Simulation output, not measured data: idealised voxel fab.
Process module name: voxel gate over fins
For reference, the cross-section in this document is cut, with width 280 nm and square cells of 5 nm.
Notation: cross-section as square-cell grid; stated in bands, top first, going down; one or more cell rows per band. Within each band entry, the heights of the top and of the bottom of the band appear first, in that order and in nm; the materials of the band then follow from left to right, each with its corresponding width in nm. The designation "full width" on a single material indicates that it fills the band from edge to edge; the designation "empty" indicates empty space. Heights are measured from 0, the level below which the as-received wafer is all one material; the lowest band has no bottom and continues downward, written as in "from 0 down". Read "30..40" as a graded width: first number on top, second number at the bottom, same change between each pair of neighbouring rows. The designation "nothing changed", where it is given for a processing step, indicates that no cell of the cross-section was altered in the course of that step. Enclosed void listing: empty space of 8 cells or more with no open way to the top, each as width x height at its distance from the left edge, in nm. The remark found on a step's line after its settings is issued by the simulator itself and pertains to that step. The optional step-line setting "overlay nm" applies to steps with a mask and quantifies how far to the right of its planned location the mask lay, a negative value indicating leftward placement.

Intended process steps
step 1: RECEIVE, material Si
step 2: CONFORMAL_DEP, material SiN, thk nm 10
step 3: MASKED_ETCH, tone cover, mask id FINS, width nm 15, pitch nm 55, etch materials SiN, depth nm 10, overlay nm 0
step 4: MASKED_ETCH, tone cover, mask id FINS, width nm 15, pitch nm 55, etch materials Si, depth nm 30, overlay nm 0
step 5: OXIDIZE, depth nm 5
step 6: FILL_DEP, material SiO2, thk nm 5
step 7: CMP, height nm 10
step 8: PATTERN, tone open, mask id RAIL, material resist, width nm 15, thk nm 15, overlay nm 0
step 9: DIRECTIONAL_ETCH, etch materials SiO2, depth nm 35
step 10: STRIP, etch materials resist
step 11: CONFORMAL_DEP, material TiN, thk nm 5
step 12: FILL_DEP, material Ru, thk nm 10
step 13: CMP, height nm 10
step 14: SELECTIVE_ETCH, etch materials W Ru TiN, depth nm 25
step 15: FILL_DEP, material SiO2, thk nm 5
step 16: CMP, height nm 10
step 17: SELECTIVE_ETCH, etch materials SiO2, depth nm 20
step 18: STRIP, etch materials SiN
step 19: CONFORMAL_DEP, material HfO2, thk nm 5
step 20: CONFORMAL_DEP, material TiN, thk nm 5
step 21: FILL_DEP, material W, thk nm 10
step 22: CMP, height nm 15
step 23: CONFORMAL_DEP, material SiN, thk nm 5

Wafer cross-section on receipt, i.e. after step 1
- from 0 down: Si full width
- Enclosed void listing: none

Result of the module, cross-sectioned: start per above, plan per above, one error in how it was run
- from 20 to 15: SiN full width
- from 15 to 5: W full width
- from 5 to 0: W 50, TiN 15, W 40, TiN 15, W 40, TiN 15, W 40, TiN 15, W 50
- from 0 to -5: W 50, TiN 5, Si 5, TiN 5, W 40, TiN 5, Si 5, TiN 5, W 40, TiN 5, Si 5, TiN 5, W 40, TiN 5, Si 5, TiN 5, W 50
- from -5 to -10: TiN 55, Si 5, TiN 50, Si 5, TiN 50, Si 5, TiN 50, Si 5, TiN 55
- from -10 to -15: SiO2 55, Si 5, SiO2 50, Si 5, SiO2 50, Si 5, SiO2 50, Si 5, SiO2 55
- from -15 to -20: SiO2 55, Si 5, SiO2 15, TiN 5, Ru 5, TiN 5, SiO2 20, Si 5, SiO2 50, Si 5, SiO2 50, Si 5, SiO2 55
- from -20 to -25: SiO2 55, Si 5, SiO2 15, TiN 15, SiO2 20, Si 5, SiO2 50, Si 5, SiO2 50, Si 5, SiO2 55
- from -25 to -35: SiO2 55, Si 5, SiO2 50, Si 5, SiO2 50, Si 5, SiO2 50, Si 5, SiO2 55
- from -35 down: Si full width
- Enclosed void listing: none
What broke from the plan during processing? no execution of plan step 19; skipped
